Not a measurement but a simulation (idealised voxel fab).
Presented below is a process module, voxel capacitor over wiring.
In the cross-section labelled cut, the width is 145 nm and each square cell is 5 nm.
In this document a cross-section is written as a grid of square cells. It is given as a series of bands, listed from the top down, and a band is one or more rows of cells.
The entry gives the band's vertical extent as a top height and a bottom height in nm, then its horizontal make-up as materials from left to right, each with a width in nm. "blank" stands for empty space; a single material marked "everywhere" fills the band edge to edge.
Zero point of the height axis is 0; under it, received wafer = one material. Lowest band: continues down indefinitely, "0..down".
Per-row width for "30..40": begins at first number (top row of band), ends at second number (bottom row), increment between rows held constant.
Step note "all unchanged" = no cross-section cell changed.
You'll see "Sealed void inventory" listing empty spaces that have no way open to the top, as long as they're 8 cells or more; the notation is width x height at distance, where the distance is from the left edge, and all of it is in nm.
Text after the settings on a step's line: the simulator's own remark on that step.
Regarding "overlay nm": on a step with a mask, it is the distance the mask lay to the right of its planned place; a negative value places it to the left.

[Intended process steps]
| 1 | RECEIVE (material Si) |
| 2 | CONFORMAL_DEP (material SiO2; thk nm 15) |
| 3 | CONFORMAL_DEP (material SiN; thk nm 5) |
| 4 | DIRECTIONAL_DEP (material SiO2; thk nm 20) |
| 5 | DIRECTIONAL_DEP (material aC; thk nm 10) |
| 6 | PATTERN (tone open; mask id METAL_1; material resist; width nm 20; pitch nm 90; thk nm 30; overlay nm 0) |
| 7 | DIRECTIONAL_ETCH (etch materials aC; depth nm 10) |
| 8 | STRIP (etch materials resist) |
| 9 | DIRECTIONAL_ETCH (etch materials SiO2; depth nm 20) |
| 10 | DIRECTIONAL_ETCH (etch materials SiN; depth nm 5) |
| 11 | STRIP (etch materials aC) |
| 12 | CONFORMAL_DEP (material TiN; thk nm 5) |
| 13 | FILL_DEP (material Cu; thk nm 10) |
| 14 | CMP (height nm 40) |
| 15 | CONFORMAL_DEP (material SiCN; thk nm 5) |
| 16 | DIRECTIONAL_DEP (material lowk; thk nm 15) |
| 17 | DIRECTIONAL_DEP (material aC; thk nm 15) |
| 18 | PATTERN (tone open; mask id PLUG_1; material resist; width nm 15; thk nm 35; overlay nm 0) |
| 19 | DIRECTIONAL_ETCH (etch materials aC; depth nm 15) |
| 20 | STRIP (etch materials resist) |
| 21 | DIRECTIONAL_ETCH (etch materials lowk; depth nm 15) |
| 22 | DIRECTIONAL_ETCH (etch materials SiCN; depth nm 5) |
| 23 | STRIP (etch materials aC) |
| 24 | CONFORMAL_DEP (material TiN; thk nm 5) |
| 25 | FILL_DEP (material Cu; thk nm 5) |
| 26 | CMP (height nm 60) |
| 27 | DIRECTIONAL_DEP (material TiN; thk nm 5) |
| 28 | DIRECTIONAL_DEP (material SiN; thk nm 5) |
| 29 | DIRECTIONAL_DEP (material TiN; thk nm 5) |
| 30 | DIRECTIONAL_DEP (material aC; thk nm 10) |
| 31 | PATTERN (tone cover; mask id UPPER_PLATE; material resist; width nm 75; thk nm 30; overlay nm 0) |
| 32 | DIRECTIONAL_ETCH (etch materials aC; depth nm 10) |
| 33 | STRIP (etch materials resist) |
| 34 | DIRECTIONAL_ETCH (etch materials TiN; depth nm 5) |
| 35 | DIRECTIONAL_ETCH (etch materials SiN; depth nm 5) |
| 36 | STRIP (etch materials aC) |
| 37 | PATTERN (tone cover; mask id LOWER_PLATE; material resist; width nm 85; thk nm 15; overlay nm 0) |
| 38 | DIRECTIONAL_ETCH (etch materials TiN; depth nm 5) |
| 39 | STRIP (etch materials resist) |
| 40 | FILL_DEP (material SiO2; thk nm 20) |
| 41 | CMP (height nm 90) |
| 42 | PATTERN (tone open; mask id PLUG_2; material resist; width nm 15; thk nm 15; overlay nm 0) |
| 43 | DIRECTIONAL_ETCH (etch materials SiO2; depth nm 15) |
| 44 | STRIP (etch materials resist) |
| 45 | CONFORMAL_DEP (material TiN; thk nm 5) |
| 46 | FILL_DEP (material Ru; thk nm 10) |
| 47 | CMP (height nm 90) |
| 48 | CONFORMAL_DEP (material SiN; thk nm 5) |

[Below: the first of two wafers, run as planned]

[as received, after step 1]
0..down | Si everywhere
Sealed void inventory: none

[After step 2, in cross-section]
15..0 | SiO2 everywhere
Lower than 0, everything is as it was.

[After step 3, in cross-section]
20..15 | SiN everywhere
Lower than 15, everything is as it was.

[After step 4, in cross-section]
40..20 | SiO2 everywhere
Lower than 20, everything is as it was.

[After step 5, in cross-section]
50..40 | aC everywhere
Lower than 40, everything is as it was.

[After step 6, in cross-section]
80..50 | 15 of resist | 20 of blank | 70 of resist | 20 of blank | 20 of resist
Lower than 50, everything is as it was.

[After step 7, in cross-section]
70..50 | 15 of resist | 20 of blank | 70 of resist | 20 of blank | 20 of resist
50..40 | 15 of aC | 20 of blank | 70 of aC | 20 of blank | 20 of aC
Lower than 40, everything is as it was.

[After step 8, in cross-section]
50..40 | 15 of aC | 20 of blank | 70 of aC | 20 of blank | 20 of aC
Lower than 40, everything is as it was.

[After step 9, in cross-section]
50..40 | 15 of aC | 20 of blank | 70 of aC | 20 of blank | 20 of aC
40..20 | 15 of SiO2 | 20 of blank | 70 of SiO2 | 20 of blank | 20 of SiO2
Lower than 20, everything is as it was.

[After step 10, in cross-section]
50..40 | 15 of aC | 20 of blank | 70 of aC | 20 of blank | 20 of aC
40..20 | 15 of SiO2 | 20 of blank | 70 of SiO2 | 20 of blank | 20 of SiO2
20..15 | 15 of SiN | 20 of blank | 70 of SiN | 20 of blank | 20 of SiN
Lower than 15, everything is as it was.

[After step 11, in cross-section]
40..20 | 15 of SiO2 | 20 of blank | 70 of SiO2 | 20 of blank | 20 of SiO2
Lower than 20, everything is as it was.

[After step 12, in cross-section]
45..40 | 20 of TiN | 10 of blank | 80 of TiN | 10 of blank | 25 of TiN
40..20 | 15 of SiO2 | 5 of TiN | 10 of blank | 5 of TiN | 70 of SiO2 | 5 of TiN | 10 of blank | 5 of TiN | 20 of SiO2
20..15 | 15 of SiN | 20 of TiN | 70 of SiN | 20 of TiN | 20 of SiN
Lower than 15, everything is as it was.

[After step 13, in cross-section]
55..45 | Cu everywhere
45..40 | 20 of TiN | 10 of Cu | 80 of TiN | 10 of Cu | 25 of TiN
40..20 | 15 of SiO2 | 5 of TiN | 10 of Cu | 5 of TiN | 70 of SiO2 | 5 of TiN | 10 of Cu | 5 of TiN | 20 of SiO2
Lower than 20, everything is as it was.

[After step 14, in cross-section]
40..20 | 15 of SiO2 | 5 of TiN | 10 of Cu | 5 of TiN | 70 of SiO2 | 5 of TiN | 10 of Cu | 5 of TiN | 20 of SiO2
Lower than 20, everything is as it was.

[After step 15, in cross-section]
45..40 | SiCN everywhere
Lower than 40, everything is as it was.

[After step 16, in cross-section]
60..45 | lowk everywhere
Lower than 45, everything is as it was.

[After step 17, in cross-section]
75..60 | aC everywhere
Lower than 60, everything is as it was.

[After step 18, in cross-section]
110..75 | 20 of resist | 15 of blank | 110 of resist
Lower than 75, everything is as it was.

[After step 19, in cross-section]
95..75 | 20 of resist | 15 of blank | 110 of resist
75..60 | 20 of aC | 15 of blank | 110 of aC
Lower than 60, everything is as it was.

[After step 20, in cross-section]
75..60 | 20 of aC | 15 of blank | 110 of aC
Lower than 60, everything is as it was.

[After step 21, in cross-section]
75..60 | 20 of aC | 15 of blank | 110 of aC
60..45 | 20 of lowk | 15 of blank | 110 of lowk
Lower than 45, everything is as it was.

[After step 22, in cross-section]
75..60 | 20 of aC | 15 of blank | 110 of aC
60..45 | 20 of lowk | 15 of blank | 110 of lowk
45..40 | 20 of SiCN | 15 of blank | 110 of SiCN
Lower than 40, everything is as it was.

[After step 23, in cross-section]
60..45 | 20 of lowk | 15 of blank | 110 of lowk
Lower than 45, everything is as it was.

[After step 24, in cross-section]
65..60 | 25 of TiN | 5 of blank | 115 of TiN
60..45 | 20 of lowk | 5 of TiN | 5 of blank | 5 of TiN | 110 of lowk
45..40 | 20 of SiCN | 15 of TiN | 110 of SiCN
Lower than 40, everything is as it was.

[After step 25, in cross-section]
70..65 | Cu everywhere
65..60 | 25 of TiN | 5 of Cu | 115 of TiN
60..45 | 20 of lowk | 5 of TiN | 5 of Cu | 5 of TiN | 110 of lowk
Lower than 45, everything is as it was.

[After step 26, in cross-section]
60..45 | 20 of lowk | 5 of TiN | 5 of Cu | 5 of TiN | 110 of lowk
Lower than 45, everything is as it was.

[After step 27, in cross-section]
65..60 | TiN everywhere
Lower than 60, everything is as it was.

[After step 28, in cross-section]
70..65 | SiN everywhere
Lower than 65, everything is as it was.

[After step 29, in cross-section]
75..70 | TiN everywhere
Lower than 70, everything is as it was.

[After step 30, in cross-section]
85..75 | aC everywhere
Lower than 75, everything is as it was.

[After step 31, in cross-section]
115..85 | 20 of blank | 75 of resist | 50 of blank
Lower than 85, everything is as it was.

[After step 32, in cross-section]
105..85 | 20 of blank | 75 of resist | 50 of blank
85..75 | 20 of blank | 75 of aC | 50 of blank
Lower than 75, everything is as it was.

[After step 33, in cross-section]
85..75 | 20 of blank | 75 of aC | 50 of blank
Lower than 75, everything is as it was.

[After step 34, in cross-section]
85..75 | 20 of blank | 75 of aC | 50 of blank
75..70 | 20 of blank | 75 of TiN | 50 of blank
Lower than 70, everything is as it was.

[After step 35, in cross-section]
85..75 | 20 of blank | 75 of aC | 50 of blank
75..70 | 20 of blank | 75 of TiN | 50 of blank
70..65 | 20 of blank | 75 of SiN | 50 of blank
Lower than 65, everything is as it was.

[After step 36, in cross-section]
75..70 | 20 of blank | 75 of TiN | 50 of blank
Lower than 70, everything is as it was.

[After step 37, in cross-section]
90..75 | 15 of blank | 85 of resist | 45 of blank
75..70 | 15 of blank | 5 of resist | 75 of TiN | 5 of resist | 45 of blank
70..65 | 15 of blank | 5 of resist | 75 of SiN | 5 of resist | 45 of blank
Lower than 65, everything is as it was.

[After step 38, in cross-section]
90..75 | 15 of blank | 85 of resist | 45 of blank
75..70 | 15 of blank | 5 of resist | 75 of TiN | 5 of resist | 45 of blank
70..65 | 15 of blank | 5 of resist | 75 of SiN | 5 of resist | 45 of blank
65..60 | 15 of blank | 85 of TiN | 45 of blank
Lower than 60, everything is as it was.

[After step 39, in cross-section]
75..70 | 20 of blank | 75 of TiN | 50 of blank
70..65 | 20 of blank | 75 of SiN | 50 of blank
Lower than 65, everything is as it was.

[After step 40, in cross-section]
95..75 | SiO2 everywhere
75..70 | 20 of SiO2 | 75 of TiN | 50 of SiO2
70..65 | 20 of SiO2 | 75 of SiN | 50 of SiO2
65..60 | 15 of SiO2 | 85 of TiN | 45 of SiO2
Lower than 60, everything is as it was.

[After step 41, in cross-section]
90..75 | SiO2 everywhere
Lower than 75, everything is as it was.

[After step 42, in cross-section]
105..90 | 30 of resist | 15 of blank | 100 of resist
Lower than 90, everything is as it was.

[After step 43, in cross-section]
105..90 | 30 of resist | 15 of blank | 100 of resist
90..75 | 30 of SiO2 | 15 of blank | 100 of SiO2
Lower than 75, everything is as it was.

[After step 44, in cross-section]
90..75 | 30 of SiO2 | 15 of blank | 100 of SiO2
Lower than 75, everything is as it was.

[After step 45, in cross-section]
95..90 | 35 of TiN | 5 of blank | 105 of TiN
90..80 | 30 of SiO2 | 5 of TiN | 5 of blank | 5 of TiN | 100 of SiO2
80..70 | 30..20 of SiO2 | 15..75 of TiN | 100..50 of SiO2
Lower than 70, everything is as it was.

[After step 46, in cross-section]
105..95 | Ru everywhere
95..90 | 35 of TiN | 5 of Ru | 105 of TiN
90..80 | 30 of SiO2 | 5 of TiN | 5 of Ru | 5 of TiN | 100 of SiO2
Lower than 80, everything is as it was.

[After step 47, in cross-section]
90..80 | 30 of SiO2 | 5 of TiN | 5 of Ru | 5 of TiN | 100 of SiO2
Lower than 80, everything is as it was.

[After step 48, in cross-section]
95..90 | SiN everywhere
Lower than 90, everything is as it was.

[Second Wafer (Identical Start and Plan, One Processing Error; Matches First Wafer Through Step 28)]

Second wafer, sectioned view, at step 29's planned end time: all unchanged

[Second wafer, sectioned view, at step 30's planned end time]
80..70 | aC everywhere
Lower than 70, everything is as it was.

[Second wafer, sectioned view, at step 31's planned end time]
110..80 | 20 of blank | 75 of resist | 50 of blank
Lower than 80, everything is as it was.

[Second wafer, sectioned view, at step 32's planned end time]
100..80 | 20 of blank | 75 of resist | 50 of blank
80..70 | 20 of blank | 75 of aC | 50 of blank
Lower than 70, everything is as it was.

[Second wafer, sectioned view, at step 33's planned end time]
80..70 | 20 of blank | 75 of aC | 50 of blank
Lower than 70, everything is as it was.

Second wafer, sectioned view, at step 34's planned end time: all unchanged

[Second wafer, sectioned view, at step 35's planned end time]
80..70 | 20 of blank | 75 of aC | 50 of blank
70..65 | 20 of blank | 75 of SiN | 50 of blank
Lower than 65, everything is as it was.

[Second wafer, sectioned view, at step 36's planned end time]
70..65 | 20 of blank | 75 of SiN | 50 of blank
Lower than 65, everything is as it was.

[Second wafer, sectioned view, at step 37's planned end time]
85..70 | 15 of blank | 85 of resist | 45 of blank
70..65 | 15 of blank | 5 of resist | 75 of SiN | 5 of resist | 45 of blank
Lower than 65, everything is as it was.

[Second wafer, sectioned view, at step 38's planned end time]
85..70 | 15 of blank | 85 of resist | 45 of blank
70..65 | 15 of blank | 5 of resist | 75 of SiN | 5 of resist | 45 of blank
65..60 | 15 of blank | 85 of TiN | 45 of blank
Lower than 60, everything is as it was.

[Second wafer, sectioned view, at step 39's planned end time]
70..65 | 20 of blank | 75 of SiN | 50 of blank
Lower than 65, everything is as it was.

[Second wafer, sectioned view, at step 40's planned end time]
90..70 | SiO2 everywhere
70..65 | 20 of SiO2 | 75 of SiN | 50 of SiO2
65..60 | 15 of SiO2 | 85 of TiN | 45 of SiO2
Lower than 60, everything is as it was.

Second wafer, sectioned view, at step 41's planned end time: all unchanged

[Second wafer, sectioned view, at step 42's planned end time]
105..90 | 30 of resist | 15 of blank | 100 of resist
Lower than 90, everything is as it was.

[Second wafer, sectioned view, at step 43's planned end time]
105..90 | 30 of resist | 15 of blank | 100 of resist
90..75 | 30 of SiO2 | 15 of blank | 100 of SiO2
Lower than 75, everything is as it was.

[Second wafer, sectioned view, at step 44's planned end time]
90..75 | 30 of SiO2 | 15 of blank | 100 of SiO2
Lower than 75, everything is as it was.

[Second wafer, sectioned view, at step 45's planned end time]
95..90 | 35 of TiN | 5 of blank | 105 of TiN
90..80 | 30 of SiO2 | 5 of TiN | 5 of blank | 5 of TiN | 100 of SiO2
80..75 | 30 of SiO2 | 15 of TiN | 100 of SiO2
Lower than 75, everything is as it was.

[Second wafer, sectioned view, at step 46's planned end time]
105..95 | Ru everywhere
95..90 | 35 of TiN | 5 of Ru | 105 of TiN
90..80 | 30 of SiO2 | 5 of TiN | 5 of Ru | 5 of TiN | 100 of SiO2
Lower than 80, everything is as it was.

[Second wafer, sectioned view, at step 47's planned end time]
90..80 | 30 of SiO2 | 5 of TiN | 5 of Ru | 5 of TiN | 100 of SiO2
Lower than 80, everything is as it was.

[Second wafer, sectioned view, at step 48's planned end time]
95..90 | SiN everywhere
Lower than 90, everything is as it was.
Processing error: step 29 of the plan got skipped, so it never ran
Cell-count delta at end, second wafer over first, by material: +15 SiO2, -15 TiN
